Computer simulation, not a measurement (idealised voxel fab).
process module | voxel transistor to metal
cross-section cut | 210 nm wide | cells 5 nm
A cross-section is a grid of square cells, given in bands from the top down. A band is one or more rows of cells.
Each band's line starts with the height of the band's top and of its bottom, in nm. Then come its materials from left to right, each with its width in nm. One material with "throughout" fills the band from edge to edge. "air" is empty space.
Height 0 is the level under which the wafer as received is all one material. The lowest band goes on downwards, as in "0 down".
A width such as "30 to 40" changes by the same amount from each row of cells to the next, from the band's top row to its bottom row.
"no change" after a step means that no cell of the cross-section changed.
closed voids: empty space of 8 cells or more with no open way to the top, each as width x height at its distance from the left edge, in nm
after a step's settings: what the simulator itself notes on the step
overlay nm, on a step with a mask: how far to the right of its planned place the mask lay; to the left if negative
plan
1 op RECEIVE | material Si
2 op OXIDIZE | depth nm 5
3 op CONFORMAL_DEP | material SiN | thk nm 10
4 op DIRECTIONAL_DEP | material aC | thk nm 10
5 op PATTERN | tone cover | mask id ACTIVE | material resist | width nm 120 | thk nm 25 | overlay nm 0
6 op DIRECTIONAL_ETCH | etch materials aC | depth nm 10
7 op STRIP | etch materials resist
8 op DIRECTIONAL_ETCH | etch materials SiN | depth nm 10
9 op DIRECTIONAL_ETCH | etch materials SiO2 | depth nm 5
10 op DIRECTIONAL_ETCH | etch materials Si | depth nm 30
11 op STRIP | etch materials aC
12 op OXIDIZE | depth nm 5
13 op FILL_DEP | material SiO2 | thk nm 5
14 op CMP | height nm 10
15 op SELECTIVE_ETCH | etch materials SiO2 | depth nm 5
16 op STRIP | etch materials SiN
17 op SELECTIVE_ETCH | etch materials SiO2 | depth nm 5
18 op OXIDIZE | depth nm 5
19 op DIRECTIONAL_DEP | material polySi | thk nm 20
20 op DIRECTIONAL_DEP | material SiCN | thk nm 10
21 op DIRECTIONAL_DEP | material aC | thk nm 10
22 op PATTERN | tone cover | mask id GATE | material resist | width nm 30 | thk nm 30 | overlay nm 0
23 op DIRECTIONAL_ETCH | etch materials aC | depth nm 10
24 op STRIP | etch materials resist
25 op DIRECTIONAL_ETCH | etch materials SiCN | depth nm 20
26 op DIRECTIONAL_ETCH | etch materials polySi | depth nm 30
27 op STRIP | etch materials aC
28 op CONFORMAL_DEP | material SiO2 | thk nm 5
29 op DIRECTIONAL_ETCH | etch materials SiO2 | depth nm 5
30 op CONFORMAL_DEP | material SiN | thk nm 10
31 op DIRECTIONAL_ETCH | etch materials SiN | depth nm 10
32 op DIRECTIONAL_ETCH | etch materials SiO2 | depth nm 5
33 op DIRECTIONAL_ETCH | etch materials Si | depth nm 5
34 op EPI | material pSi | thk nm 10
35 op FILL_DEP | material SiO2 | thk nm 10
36 op CMP | height nm 15
37 op STRIP | etch materials polySi
38 op SELECTIVE_ETCH | etch materials SiO2 | depth nm 5
39 op CONFORMAL_DEP | material HfO2 | thk nm 5
40 op CONFORMAL_DEP | material TiN | thk nm 5
41 op FILL_DEP | material W | thk nm 10
42 op CMP | height nm 10
43 op DIRECTIONAL_DEP | material SiO2 | thk nm 15
44 op DIRECTIONAL_DEP | material aC | thk nm 15
45 op PATTERN | tone open | mask id CONTACT | material resist | width nm 15 | pitch nm 85 | thk nm 35 | overlay nm 0
46 op DIRECTIONAL_ETCH | etch materials aC | depth nm 15
47 op STRIP | etch materials resist
48 op DIRECTIONAL_ETCH | etch materials SiO2 | depth nm 25
49 op STRIP | etch materials aC
50 op CONFORMAL_DEP | material TiN | thk nm 5
51 op FILL_DEP | material W | thk nm 10
52 op CMP | height nm 25
53 op CONFORMAL_DEP | material SiN | thk nm 5
54 op DIRECTIONAL_DEP | material SiO2 | thk nm 20
55 op MASKED_ETCH | tone open | mask id METAL_1 | width nm 15 | pitch nm 85 | etch materials SiO2 | depth nm 20 | overlay nm 0
56 op MASKED_ETCH | tone open | mask id METAL_1 | width nm 15 | pitch nm 85 | etch materials SiN | depth nm 5 | overlay nm 0
57 op CONFORMAL_DEP | material TiN | thk nm 5
58 op FILL_DEP | material Cu | thk nm 10
59 op CMP | height nm 50
60 op CONFORMAL_DEP | material SiCN | thk nm 5
61 op DIRECTIONAL_DEP | material SiO2 | thk nm 25
62 op DIRECTIONAL_DEP | material aC | thk nm 10
63 op PATTERN | tone open | mask id METAL_2 | material resist | width nm 15 | pitch nm 85 | thk nm 30 | overlay nm 0
64 op DIRECTIONAL_ETCH | etch materials aC | depth nm 10
65 op STRIP | etch materials resist
66 op DIRECTIONAL_ETCH | etch materials SiO2 | depth nm 15
67 op STRIP | etch materials aC
68 op PATTERN | tone open | mask id METAL_2_HOLES | material resist | width nm 15 | pitch nm 85 | thk nm 15 | overlay nm 0
69 op DIRECTIONAL_ETCH | etch materials SiO2 | depth nm 10
70 op DIRECTIONAL_ETCH | etch materials SiCN | depth nm 5
71 op STRIP | etch materials resist
72 op CONFORMAL_DEP | material TiN | thk nm 5
73 op FILL_DEP | material Cu | thk nm 5
74 op CMP | height nm 80
75 op CONFORMAL_DEP | material SiN | thk nm 5
first wafer, as planned
as received, after step 1
  0 down: Si throughout
  closed voids: none
after step 2
  0 to -5: SiO2 throughout
  below -5: unchanged
after step 3
  10 to 0: SiN throughout
  below 0: unchanged
after step 4
  20 to 10: aC throughout
  below 10: unchanged
after step 5
  45 to 20: air 45 | resist 120 | air 45
  below 20: unchanged
after step 6
  35 to 20: air 45 | resist 120 | air 45
  20 to 10: air 45 | aC 120 | air 45
  below 10: unchanged
after step 7
  20 to 10: air 45 | aC 120 | air 45
  below 10: unchanged
after step 8
  20 to 10: air 45 | aC 120 | air 45
  10 to 0: air 45 | SiN 120 | air 45
  below 0: unchanged
after step 9
  20 to 10: air 45 | aC 120 | air 45
  10 to 0: air 45 | SiN 120 | air 45
  0 to -5: air 45 | SiO2 120 | air 45
  below -5: unchanged
after step 10
  20 to 10: air 45 | aC 120 | air 45
  10 to 0: air 45 | SiN 120 | air 45
  0 to -5: air 45 | SiO2 120 | air 45
  -5 to -35: air 45 | Si 120 | air 45
  below -35: unchanged
after step 11
  10 to 0: air 45 | SiN 120 | air 45
  below 0: unchanged
after step 12
  10 to 0: air 45 | SiN 120 | air 45
  0 to -5: air 45 | SiO2 120 | air 45
  -5 to -35: air 45 | SiO2 5 | Si 110 | SiO2 5 | air 45
  -35 to -40: SiO2 50 | Si 110 | SiO2 50
  below -40: unchanged
after step 13
  15 to 10: SiO2 throughout
  10 to 0: SiO2 45 | SiN 120 | SiO2 45
  0 to -5: SiO2 throughout
  -5 to -40: SiO2 50 | Si 110 | SiO2 50
  below -40: unchanged
after step 14
  10 to 0: SiO2 45 | SiN 120 | SiO2 45
  below 0: unchanged
after step 15
  10 to 5: air 45 | SiN 120 | air 45
  below 5: unchanged
after step 16
  5 to 0: SiO2 45 | air 120 | SiO2 45
  below 0: unchanged
after step 17
  0 to -5: SiO2 40 | air 130 | SiO2 40
  below -5: unchanged
after step 18
  0 to -5: SiO2 40 | air 130 | SiO2 40
  -5 to -10: SiO2 throughout
  below -10: unchanged
after step 19
  20 to 15: polySi 40 | air 130 | polySi 40
  15 to 0: polySi throughout
  0 to -5: SiO2 40 | polySi 130 | SiO2 40
  below -5: unchanged
after step 20
  30 to 25: SiCN 40 | air 130 | SiCN 40
  25 to 20: SiCN throughout
  20 to 15: polySi 40 | SiCN 130 | polySi 40
  below 15: unchanged
after step 21
  40 to 35: aC 40 | air 130 | aC 40
  35 to 30: aC throughout
  30 to 25: SiCN 40 | aC 130 | SiCN 40
  below 25: unchanged
after step 22
  70 to 40: air 90 | resist 30 | air 90
  40 to 35: aC 40 | air 50 | resist 30 | air 50 | aC 40
  below 35: unchanged
after step 23
  60 to 35: air 90 | resist 30 | air 90
  35 to 30: air 90 | aC 30 | air 90
  30 to 25: SiCN 40 | air 50 | aC 30 | air 50 | SiCN 40
  below 25: unchanged
after step 24
  35 to 30: air 90 | aC 30 | air 90
  below 30: unchanged
after step 25
  35 to 25: air 90 | aC 30 | air 90
  25 to 20: air 90 | SiCN 30 | air 90
  20 to 15: polySi 40 | air 50 | SiCN 30 | air 50 | polySi 40
  below 15: unchanged
after step 26
  35 to 25: air 90 | aC 30 | air 90
  25 to 15: air 90 | SiCN 30 | air 90
  15 to 0: air 90 | polySi 30 | air 90
  0 to -5: SiO2 40 | air 50 | polySi 30 | air 50 | SiO2 40
  below -5: unchanged
after step 27
  25 to 15: air 90 | SiCN 30 | air 90
  below 15: unchanged
after step 28
  30 to 25: air 85 | SiO2 40 | air 85
  25 to 15: air 85 | SiO2 5 | SiCN 30 | SiO2 5 | air 85
  15 to 5: air 85 | SiO2 5 | polySi 30 | SiO2 5 | air 85
  5 to 0: SiO2 45 | air 40 | SiO2 5 | polySi 30 | SiO2 5 | air 40 | SiO2 45
  0 to -5: SiO2 90 | polySi 30 | SiO2 90
  below -5: unchanged
after step 29
  25 to 15: air 85 | SiO2 5 | SiCN 30 | SiO2 5 | air 85
  15 to 0: air 85 | SiO2 5 | polySi 30 | SiO2 5 | air 85
  0 to -5: SiO2 45 | air 40 | SiO2 5 | polySi 30 | SiO2 5 | air 40 | SiO2 45
  below -5: unchanged
after step 30
  35 to 25: air 75 | SiN 60 | air 75
  25 to 15: air 75 | SiN 10 | SiO2 5 | SiCN 30 | SiO2 5 | SiN 10 | air 75
  15 to 10: air 75 | SiN 10 | SiO2 5 | polySi 30 | SiO2 5 | SiN 10 | air 75
  10 to 5: SiN 55 | air 20 | SiN 10 | SiO2 5 | polySi 30 | SiO2 5 | SiN 10 | air 20 | SiN 55
  5 to 0: SiN 85 | SiO2 5 | polySi 30 | SiO2 5 | SiN 85
  0 to -5: SiO2 45 | SiN 40 | SiO2 5 | polySi 30 | SiO2 5 | SiN 40 | SiO2 45
  below -5: unchanged
after step 31
  25 to 15: air 75 | SiN 10 | SiO2 5 | SiCN 30 | SiO2 5 | SiN 10 | air 75
  15 to 0: air 75 | SiN 10 | SiO2 5 | polySi 30 | SiO2 5 | SiN 10 | air 75
  0 to -5: SiO2 45 | SiN 10 | air 20 | SiN 10 | SiO2 5 | polySi 30 | SiO2 5 | SiN 10 | air 20 | SiN 10 | SiO2 45
  below -5: unchanged
after step 32
  25 to 20: air 75 | SiN 10 | air 5 | SiCN 30 | air 5 | SiN 10 | air 75
  20 to 15: air 75 | SiN 10 | SiO2 5 | SiCN 30 | SiO2 5 | SiN 10 | air 75
  15 to 0: air 75 | SiN 10 | SiO2 5 | polySi 30 | SiO2 5 | SiN 10 | air 75
  0 to -5: air 45 | SiN 10 | air 20 | SiN 10 | SiO2 5 | polySi 30 | SiO2 5 | SiN 10 | air 20 | SiN 10 | air 45
  -5 to -10: SiO2 55 | air 20 | SiO2 60 | air 20 | SiO2 55
  below -10: unchanged
after step 33
  25 to 20: air 75 | SiN 10 | air 5 | SiCN 30 | air 5 | SiN 10 | air 75
  20 to 15: air 75 | SiN 10 | SiO2 5 | SiCN 30 | SiO2 5 | SiN 10 | air 75
  15 to 0: air 75 | SiN 10 | SiO2 5 | polySi 30 | SiO2 5 | SiN 10 | air 75
  0 to -5: air 45 | SiN 10 | air 20 | SiN 10 | SiO2 5 | polySi 30 | SiO2 5 | SiN 10 | air 20 | SiN 10 | air 45
  -5 to -10: SiO2 55 | air 20 | SiO2 60 | air 20 | SiO2 55
  -10 to -15: SiO2 50 | Si 5 | air 20 | Si 60 | air 20 | Si 5 | SiO2 50
  below -15: unchanged
after step 34
  25 to 20: air 75 | SiN 10 | air 5 | SiCN 30 | air 5 | SiN 10 | air 75
  20 to 15: air 75 | SiN 10 | SiO2 5 | SiCN 30 | SiO2 5 | SiN 10 | air 75
  15 to 0: air 75 | SiN 10 | SiO2 5 | polySi 30 | SiO2 5 | SiN 10 | air 75
  0 to -5: air 45 | SiN 10 | pSi 20 | SiN 10 | SiO2 5 | polySi 30 | SiO2 5 | SiN 10 | pSi 20 | SiN 10 | air 45
  -5 to -10: SiO2 55 | pSi 20 | SiO2 60 | pSi 20 | SiO2 55
  -10 to -15: SiO2 50 | Si 5 | pSi 20 | Si 60 | pSi 20 | Si 5 | SiO2 50
  below -15: unchanged
after step 35
  35 to 25: SiO2 throughout
  25 to 15: SiO2 75 | SiN 10 | SiO2 5 | SiCN 30 | SiO2 5 | SiN 10 | SiO2 75
  15 to 0: SiO2 75 | SiN 10 | SiO2 5 | polySi 30 | SiO2 5 | SiN 10 | SiO2 75
  0 to -5: SiO2 45 | SiN 10 | pSi 20 | SiN 10 | SiO2 5 | polySi 30 | SiO2 5 | SiN 10 | pSi 20 | SiN 10 | SiO2 45
  below -5: unchanged
after step 36
  15 to 0: SiO2 75 | SiN 10 | SiO2 5 | polySi 30 | SiO2 5 | SiN 10 | SiO2 75
  below 0: unchanged
after step 37
  15 to 0: SiO2 75 | SiN 10 | SiO2 5 | air 30 | SiO2 5 | SiN 10 | SiO2 75
  0 to -5: SiO2 45 | SiN 10 | pSi 20 | SiN 10 | SiO2 5 | air 30 | SiO2 5 | SiN 10 | pSi 20 | SiN 10 | SiO2 45
  below -5: unchanged
after step 38
  15 to 10: air 75 | SiN 10 | air 40 | SiN 10 | air 75
  10 to 0: SiO2 75 | SiN 10 | air 40 | SiN 10 | SiO2 75
  0 to -5: SiO2 45 | SiN 10 | pSi 20 | SiN 10 | air 40 | SiN 10 | pSi 20 | SiN 10 | SiO2 45
  -5 to -10: SiO2 55 | pSi 20 | SiO2 10 | air 40 | SiO2 10 | pSi 20 | SiO2 55
  below -10: unchanged
after step 39
  20 to 15: air 70 | HfO2 20 | air 30 | HfO2 20 | air 70
  15 to 10: HfO2 75 | SiN 10 | HfO2 5 | air 30 | HfO2 5 | SiN 10 | HfO2 75
  10 to 0: SiO2 75 | SiN 10 | HfO2 5 | air 30 | HfO2 5 | SiN 10 | SiO2 75
  0 to -5: SiO2 45 | SiN 10 | pSi 20 | SiN 10 | HfO2 5 | air 30 | HfO2 5 | SiN 10 | pSi 20 | SiN 10 | SiO2 45
  -5 to -10: SiO2 55 | pSi 20 | SiO2 10 | HfO2 40 | SiO2 10 | pSi 20 | SiO2 55
  below -10: unchanged
after step 40
  25 to 20: air 65 | TiN 30 | air 20 | TiN 30 | air 65
  20 to 15: TiN 70 | HfO2 20 | TiN 5 | air 20 | TiN 5 | HfO2 20 | TiN 70
  15 to 10: HfO2 75 | SiN 10 | HfO2 5 | TiN 5 | air 20 | TiN 5 | HfO2 5 | SiN 10 | HfO2 75
  10 to 0: SiO2 75 | SiN 10 | HfO2 5 | TiN 5 | air 20 | TiN 5 | HfO2 5 | SiN 10 | SiO2 75
  0 to -5: SiO2 45 | SiN 10 | pSi 20 | SiN 10 | HfO2 5 | TiN 30 | HfO2 5 | SiN 10 | pSi 20 | SiN 10 | SiO2 45
  below -5: unchanged
after step 41
  35 to 25: W throughout
  25 to 20: W 65 | TiN 30 | W 20 | TiN 30 | W 65
  20 to 15: TiN 70 | HfO2 20 | TiN 5 | W 20 | TiN 5 | HfO2 20 | TiN 70
  15 to 10: HfO2 75 | SiN 10 | HfO2 5 | TiN 5 | W 20 | TiN 5 | HfO2 5 | SiN 10 | HfO2 75
  10 to 0: SiO2 75 | SiN 10 | HfO2 5 | TiN 5 | W 20 | TiN 5 | HfO2 5 | SiN 10 | SiO2 75
  below 0: unchanged
after step 42
  10 to 0: SiO2 75 | SiN 10 | HfO2 5 | TiN 5 | W 20 | TiN 5 | HfO2 5 | SiN 10 | SiO2 75
  below 0: unchanged
after step 43
  25 to 10: SiO2 throughout
  below 10: unchanged
after step 44
  40 to 25: aC throughout
  below 25: unchanged
after step 45
  75 to 40: resist 55 | air 15 | resist 70 | air 15 | resist 55
  below 40: unchanged
after step 46
  60 to 40: resist 55 | air 15 | resist 70 | air 15 | resist 55
  40 to 25: aC 55 | air 15 | aC 70 | air 15 | aC 55
  below 25: unchanged
after step 47
  40 to 25: aC 55 | air 15 | aC 70 | air 15 | aC 55
  below 25: unchanged
after step 48
  40 to 25: aC 55 | air 15 | aC 70 | air 15 | aC 55
  25 to 10: SiO2 55 | air 15 | SiO2 70 | air 15 | SiO2 55
  10 to 0: SiO2 55 | air 15 | SiO2 5 | SiN 10 | HfO2 5 | TiN 5 | W 20 | TiN 5 | HfO2 5 | SiN 10 | SiO2 5 | air 15 | SiO2 55
  below 0: unchanged
after step 49
  25 to 10: SiO2 55 | air 15 | SiO2 70 | air 15 | SiO2 55
  below 10: unchanged
after step 50
  30 to 25: TiN 60 | air 5 | TiN 80 | air 5 | TiN 60
  25 to 10: SiO2 55 | TiN 5 | air 5 | TiN 5 | SiO2 70 | TiN 5 | air 5 | TiN 5 | SiO2 55
  10 to 5: SiO2 55 | TiN 5 | air 5 | TiN 5 | SiO2 5 | SiN 10 | HfO2 5 | TiN 5 | W 20 | TiN 5 | HfO2 5 | SiN 10 | SiO2 5 | TiN 5 | air 5 | TiN 5 | SiO2 55
  5 to 0: SiO2 55 | TiN 15 | SiO2 5 | SiN 10 | HfO2 5 | TiN 5 | W 20 | TiN 5 | HfO2 5 | SiN 10 | SiO2 5 | TiN 15 | SiO2 55
  below 0: unchanged
after step 51
  40 to 30: W throughout
  30 to 25: TiN 60 | W 5 | TiN 80 | W 5 | TiN 60
  25 to 10: SiO2 55 | TiN 5 | W 5 | TiN 5 | SiO2 70 | TiN 5 | W 5 | TiN 5 | SiO2 55
  10 to 5: SiO2 55 | TiN 5 | W 5 | TiN 5 | SiO2 5 | SiN 10 | HfO2 5 | TiN 5 | W 20 | TiN 5 | HfO2 5 | SiN 10 | SiO2 5 | TiN 5 | W 5 | TiN 5 | SiO2 55
  below 5: unchanged
after step 52
  25 to 10: SiO2 55 | TiN 5 | W 5 | TiN 5 | SiO2 70 | TiN 5 | W 5 | TiN 5 | SiO2 55
  below 10: unchanged
after step 53
  30 to 25: SiN throughout
  below 25: unchanged
after step 54
  50 to 30: SiO2 throughout
  below 30: unchanged
after step 55
  50 to 30: SiO2 55 | air 15 | SiO2 70 | air 15 | SiO2 55
  below 30: unchanged
after step 56
  50 to 30: SiO2 55 | air 15 | SiO2 70 | air 15 | SiO2 55
  30 to 25: SiN 55 | air 15 | SiN 70 | air 15 | SiN 55
  below 25: unchanged
after step 57
  55 to 50: TiN 60 | air 5 | TiN 80 | air 5 | TiN 60
  50 to 30: SiO2 55 | TiN 5 | air 5 | TiN 5 | SiO2 70 | TiN 5 | air 5 | TiN 5 | SiO2 55
  30 to 25: SiN 55 | TiN 15 | SiN 70 | TiN 15 | SiN 55
  below 25: unchanged
after step 58
  65 to 55: Cu throughout
  55 to 50: TiN 60 | Cu 5 | TiN 80 | Cu 5 | TiN 60
  50 to 30: SiO2 55 | TiN 5 | Cu 5 | TiN 5 | SiO2 70 | TiN 5 | Cu 5 | TiN 5 | SiO2 55
  below 30: unchanged
after step 59
  50 to 30: SiO2 55 | TiN 5 | Cu 5 | TiN 5 | SiO2 70 | TiN 5 | Cu 5 | TiN 5 | SiO2 55
  below 30: unchanged
after step 60
  55 to 50: SiCN throughout
  below 50: unchanged
after step 61
  80 to 55: SiO2 throughout
  below 55: unchanged
after step 62
  90 to 80: aC throughout
  below 80: unchanged
after step 63
  120 to 90: resist 55 | air 15 | resist 70 | air 15 | resist 55
  below 90: unchanged
after step 64
  110 to 90: resist 55 | air 15 | resist 70 | air 15 | resist 55
  90 to 80: aC 55 | air 15 | aC 70 | air 15 | aC 55
  below 80: unchanged
after step 65
  90 to 80: aC 55 | air 15 | aC 70 | air 15 | aC 55
  below 80: unchanged
after step 66
  90 to 80: aC 55 | air 15 | aC 70 | air 15 | aC 55
  80 to 65: SiO2 55 | air 15 | SiO2 70 | air 15 | SiO2 55
  below 65: unchanged
after step 67
  80 to 65: SiO2 55 | air 15 | SiO2 70 | air 15 | SiO2 55
  below 65: unchanged
after step 68
  95 to 80: resist 55 | air 15 | resist 70 | air 15 | resist 55
  below 80: unchanged
after step 69
  95 to 80: resist 55 | air 15 | resist 70 | air 15 | resist 55
  80 to 55: SiO2 55 | air 15 | SiO2 70 | air 15 | SiO2 55
  below 55: unchanged
after step 70
  95 to 80: resist 55 | air 15 | resist 70 | air 15 | resist 55
  80 to 55: SiO2 55 | air 15 | SiO2 70 | air 15 | SiO2 55
  55 to 50: SiCN 55 | air 15 | SiCN 70 | air 15 | SiCN 55
  below 50: unchanged
after step 71
  80 to 55: SiO2 55 | air 15 | SiO2 70 | air 15 | SiO2 55
  below 55: unchanged
after step 72
  85 to 80: TiN 60 | air 5 | TiN 80 | air 5 | TiN 60
  80 to 55: SiO2 55 | TiN 5 | air 5 | TiN 5 | SiO2 70 | TiN 5 | air 5 | TiN 5 | SiO2 55
  55 to 50: SiCN 55 | TiN 15 | SiCN 70 | TiN 15 | SiCN 55
  below 50: unchanged
after step 73
  90 to 85: Cu throughout
  85 to 80: TiN 60 | Cu 5 | TiN 80 | Cu 5 | TiN 60
  80 to 55: SiO2 55 | TiN 5 | Cu 5 | TiN 5 | SiO2 70 | TiN 5 | Cu 5 | TiN 5 | SiO2 55
  below 55: unchanged
after step 74
  80 to 55: SiO2 55 | TiN 5 | Cu 5 | TiN 5 | SiO2 70 | TiN 5 | Cu 5 | TiN 5 | SiO2 55
  below 55: unchanged
after step 75
  85 to 80: SiN throughout
  below 80: unchanged
second wafer: like start, like plan, one mistake. Through step 54 it matches the first wafer
when step 55 should have ended
  50 to 30: SiO2 55 | air 20 | SiO2 65 | air 20 | SiO2 50
  below 30: unchanged
when step 56 should have ended
  50 to 30: SiO2 55 | air 20 | SiO2 65 | air 20 | SiO2 50
  30 to 25: SiN 55 | air 15 | SiN 70 | air 15 | SiN 55
  below 25: unchanged
when step 57 should have ended
  55 to 50: TiN 60 | air 10 | TiN 75 | air 10 | TiN 55
  50 to 35: SiO2 55 | TiN 5 | air 10 | TiN 5 | SiO2 65 | TiN 5 | air 10 | TiN 5 | SiO2 50
  35 to 30: SiO2 55 | TiN 5 | air 5 | TiN 10 | SiO2 65 | TiN 5 | air 5 | TiN 10 | SiO2 50
  30 to 25: SiN 55 | TiN 15 | SiN 70 | TiN 15 | SiN 55
  below 25: unchanged
when step 58 should have ended
  65 to 55: Cu throughout
  55 to 50: TiN 60 | Cu 10 | TiN 75 | Cu 10 | TiN 55
  50 to 35: SiO2 55 | TiN 5 | Cu 10 | TiN 5 | SiO2 65 | TiN 5 | Cu 10 | TiN 5 | SiO2 50
  35 to 30: SiO2 55 | TiN 5 | Cu 5 | TiN 10 | SiO2 65 | TiN 5 | Cu 5 | TiN 10 | SiO2 50
  below 30: unchanged
when step 59 should have ended
  50 to 35: SiO2 55 | TiN 5 | Cu 10 | TiN 5 | SiO2 65 | TiN 5 | Cu 10 | TiN 5 | SiO2 50
  below 35: unchanged
when step 60 should have ended
  55 to 50: SiCN throughout
  below 50: unchanged
when step 61 should have ended
  80 to 55: SiO2 throughout
  below 55: unchanged
when step 62 should have ended
  90 to 80: aC throughout
  below 80: unchanged
when step 63 should have ended
  120 to 90: resist 55 | air 15 | resist 70 | air 15 | resist 55
  below 90: unchanged
when step 64 should have ended
  110 to 90: resist 55 | air 15 | resist 70 | air 15 | resist 55
  90 to 80: aC 55 | air 15 | aC 70 | air 15 | aC 55
  below 80: unchanged
when step 65 should have ended
  90 to 80: aC 55 | air 15 | aC 70 | air 15 | aC 55
  below 80: unchanged
when step 66 should have ended
  90 to 80: aC 55 | air 15 | aC 70 | air 15 | aC 55
  80 to 65: SiO2 55 | air 15 | SiO2 70 | air 15 | SiO2 55
  below 65: unchanged
when step 67 should have ended
  80 to 65: SiO2 55 | air 15 | SiO2 70 | air 15 | SiO2 55
  below 65: unchanged
when step 68 should have ended
  95 to 80: resist 55 | air 15 | resist 70 | air 15 | resist 55
  below 80: unchanged
when step 69 should have ended
  95 to 80: resist 55 | air 15 | resist 70 | air 15 | resist 55
  80 to 55: SiO2 55 | air 15 | SiO2 70 | air 15 | SiO2 55
  below 55: unchanged
when step 70 should have ended
  95 to 80: resist 55 | air 15 | resist 70 | air 15 | resist 55
  80 to 55: SiO2 55 | air 15 | SiO2 70 | air 15 | SiO2 55
  55 to 50: SiCN 55 | air 15 | SiCN 70 | air 15 | SiCN 55
  below 50: unchanged
when step 71 should have ended
  80 to 55: SiO2 55 | air 15 | SiO2 70 | air 15 | SiO2 55
  below 55: unchanged
when step 72 should have ended
  85 to 80: TiN 60 | air 5 | TiN 80 | air 5 | TiN 60
  80 to 55: SiO2 55 | TiN 5 | air 5 | TiN 5 | SiO2 70 | TiN 5 | air 5 | TiN 5 | SiO2 55
  55 to 50: SiCN 55 | TiN 15 | SiCN 70 | TiN 15 | SiCN 55
  below 50: unchanged
when step 73 should have ended
  90 to 85: Cu throughout
  85 to 80: TiN 60 | Cu 5 | TiN 80 | Cu 5 | TiN 60
  80 to 55: SiO2 55 | TiN 5 | Cu 5 | TiN 5 | SiO2 70 | TiN 5 | Cu 5 | TiN 5 | SiO2 55
  below 55: unchanged
when step 74 should have ended
  80 to 55: SiO2 55 | TiN 5 | Cu 5 | TiN 5 | SiO2 70 | TiN 5 | Cu 5 | TiN 5 | SiO2 55
  below 55: unchanged
when step 75 should have ended
  85 to 80: SiN throughout
  below 80: unchanged
what went wrong: step 55 ran as: op MASKED_ETCH | tone open | mask id METAL_1 | width nm 20 | pitch nm 85 | etch materials SiO2 | depth nm 20 | overlay nm 0
at the end the second wafer has, in cells: 6 more of Cu | 8 fewer of SiO2 | 2 more of TiN
